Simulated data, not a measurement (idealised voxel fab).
Process module heading - voxel tone inversion
The cross-section on display is named cut; it measures 150 nm wide, and its cells are 5 nm squares.
Heads up, the way a cross-section reads in here is a grid of square cells, handed over as bands from the top down, with every band being one or more rows of cells.
Each band's line starts with the height of the band's top and of its bottom, in nm. Then come its materials from left to right, each with its width in nm. One material with "throughout" fills the band from edge to edge. "empty" is empty space.
Height is counted from the level 0, under which the received wafer is composed throughout of one material. The lowest of the bands is not closed at the bottom but continues downward, in the notation "0 and below".
So if you see something like "30 to 40" for the width, read it as the top row of the band sitting at the first number and the bottom row at the second, with every row in between moving by the same amount as the last.
"nothing was modified" after a step means that no cell of the cross-section changed.
This entry, "Closed void listing", enumerates those empty regions of no fewer than 8 cells that possess no open connection to the top. Each region is reported in the form width x height at distance, the distance being taken from the left edge, with all three quantities expressed in nm.
Whatever follows a step's settings on its line is a remark the simulator itself makes about that step.
If you see "overlay nm" on a step's line and that step has a mask, it's telling you how far right of where it was planned the mask ended up; a negative number means it went left instead.

The process steps that were planned are listed below
- 1: RECEIVE,material Si
- 2: CONFORMAL_DEP,material SiN,thk nm 10
- 3: DIRECTIONAL_DEP,material aC,thk nm 25
- 4: PATTERN,tone cover,mask id POSTS,material resist,width nm 15,pitch nm 45,thk nm 30,overlay nm 0
- 5: DIRECTIONAL_ETCH,etch materials aC,depth nm 25
- 6: STRIP,etch materials resist
- 7: FILL_DEP,material SiO2,thk nm 5
- 8: CMP,height nm 35
- 9: STRIP,etch materials aC
- 10: CONFORMAL_DEP,material TiN,thk nm 5
- 11: FILL_DEP,material W,thk nm 5
- 12: CMP,height nm 35
- 13: CONFORMAL_DEP,material SiCN,thk nm 5

Of two wafers, the first: run according to plan

Wafer cross-section on receipt, i.e. after step 1
0 and below | Si throughout
Closed void listing: none

You're looking at a cross-section of the wafer after step 2
10 down to 0 | SiN throughout
Heights below 0 show no change.

You're looking at a cross-section of the wafer after step 3
35 down to 10 | aC throughout
Heights below 10 show no change.

You're looking at a cross-section of the wafer after step 4
65 down to 35 | empty=20; resist=15; empty=30; resist=15; empty=30; resist=15; empty=25
Heights below 35 show no change.

You're looking at a cross-section of the wafer after step 5
40 down to 35 | empty=20; resist=15; empty=30; resist=15; empty=30; resist=15; empty=25
35 down to 10 | empty=20; aC=15; empty=30; aC=15; empty=30; aC=15; empty=25
Heights below 10 show no change.

You're looking at a cross-section of the wafer after step 6
35 down to 10 | empty=20; aC=15; empty=30; aC=15; empty=30; aC=15; empty=25
Heights below 10 show no change.

You're looking at a cross-section of the wafer after step 7
40 down to 35 | SiO2 throughout
35 down to 10 | SiO2=20; aC=15; SiO2=30; aC=15; SiO2=30; aC=15; SiO2=25
Heights below 10 show no change.

You're looking at a cross-section of the wafer after step 8
35 down to 10 | SiO2=20; aC=15; SiO2=30; aC=15; SiO2=30; aC=15; SiO2=25
Heights below 10 show no change.

You're looking at a cross-section of the wafer after step 9
35 down to 10 | SiO2=20; empty=15; SiO2=30; empty=15; SiO2=30; empty=15; SiO2=25
Heights below 10 show no change.

You're looking at a cross-section of the wafer after step 10
40 down to 35 | TiN=25; empty=5; TiN=40; empty=5; TiN=40; empty=5; TiN=30
35 down to 15 | SiO2=20; TiN=5; empty=5; TiN=5; SiO2=30; TiN=5; empty=5; TiN=5; SiO2=30; TiN=5; empty=5; TiN=5; SiO2=25
15 down to 10 | SiO2=20; TiN=15; SiO2=30; TiN=15; SiO2=30; TiN=15; SiO2=25
Heights below 10 show no change.

You're looking at a cross-section of the wafer after step 11
45 down to 40 | W throughout
40 down to 35 | TiN=25; W=5; TiN=40; W=5; TiN=40; W=5; TiN=30
35 down to 15 | SiO2=20; TiN=5; W=5; TiN=5; SiO2=30; TiN=5; W=5; TiN=5; SiO2=30; TiN=5; W=5; TiN=5; SiO2=25
Heights below 15 show no change.

You're looking at a cross-section of the wafer after step 12
35 down to 15 | SiO2=20; TiN=5; W=5; TiN=5; SiO2=30; TiN=5; W=5; TiN=5; SiO2=30; TiN=5; W=5; TiN=5; SiO2=25
Heights below 15 show no change.

You're looking at a cross-section of the wafer after step 13
40 down to 35 | SiCN throughout
Heights below 35 show no change.

Wafer two: like wafer one in start and plan, but with one mistake in execution; identical up to and including step 3

The second wafer in cross-section, at the planned close of step 4
65 down to 35 | empty=20; resist=20; empty=25; resist=20; empty=25; resist=20; empty=20
Heights below 35 show no change.

The second wafer in cross-section, at the planned close of step 5
40 down to 35 | empty=20; resist=20; empty=25; resist=20; empty=25; resist=20; empty=20
35 down to 10 | empty=20; aC=20; empty=25; aC=20; empty=25; aC=20; empty=20
Heights below 10 show no change.

The second wafer in cross-section, at the planned close of step 6
35 down to 10 | empty=20; aC=20; empty=25; aC=20; empty=25; aC=20; empty=20
Heights below 10 show no change.

The second wafer in cross-section, at the planned close of step 7
40 down to 35 | SiO2 throughout
35 down to 10 | SiO2=20; aC=20; SiO2=25; aC=20; SiO2=25; aC=20; SiO2=20
Heights below 10 show no change.

The second wafer in cross-section, at the planned close of step 8
35 down to 10 | SiO2=20; aC=20; SiO2=25; aC=20; SiO2=25; aC=20; SiO2=20
Heights below 10 show no change.

The second wafer in cross-section, at the planned close of step 9
35 down to 10 | SiO2=20; empty=20; SiO2=25; empty=20; SiO2=25; empty=20; SiO2=20
Heights below 10 show no change.

The second wafer in cross-section, at the planned close of step 10
40 down to 35 | TiN=25; empty=10; TiN=35; empty=10; TiN=35; empty=10; TiN=25
35 down to 15 | SiO2=20; TiN=5; empty=10; TiN=5; SiO2=25; TiN=5; empty=10; TiN=5; SiO2=25; TiN=5; empty=10; TiN=5; SiO2=20
15 down to 10 | SiO2=20; TiN=20; SiO2=25; TiN=20; SiO2=25; TiN=20; SiO2=20
Heights below 10 show no change.

The second wafer in cross-section, at the planned close of step 11
45 down to 40 | W throughout
40 down to 35 | TiN=25; W=10; TiN=35; W=10; TiN=35; W=10; TiN=25
35 down to 15 | SiO2=20; TiN=5; W=10; TiN=5; SiO2=25; TiN=5; W=10; TiN=5; SiO2=25; TiN=5; W=10; TiN=5; SiO2=20
Heights below 15 show no change.

The second wafer in cross-section, at the planned close of step 12
35 down to 15 | SiO2=20; TiN=5; W=10; TiN=5; SiO2=25; TiN=5; W=10; TiN=5; SiO2=25; TiN=5; W=10; TiN=5; SiO2=20
Heights below 15 show no change.

The second wafer in cross-section, at the planned close of step 13
40 down to 35 | SiCN throughout
Heights below 35 show no change.
Against the plan, the run slipped here: step 4, actual vs plan mismatch, actual run PATTERN,tone cover,mask id POSTS,material resist,width nm 20,pitch nm 45,thk nm 30,overlay nm 0
Wafer comparison, final, in cells, second relative to first, materials more or fewer: 15 fewer of SiO2, 3 more of TiN, 12 more of W
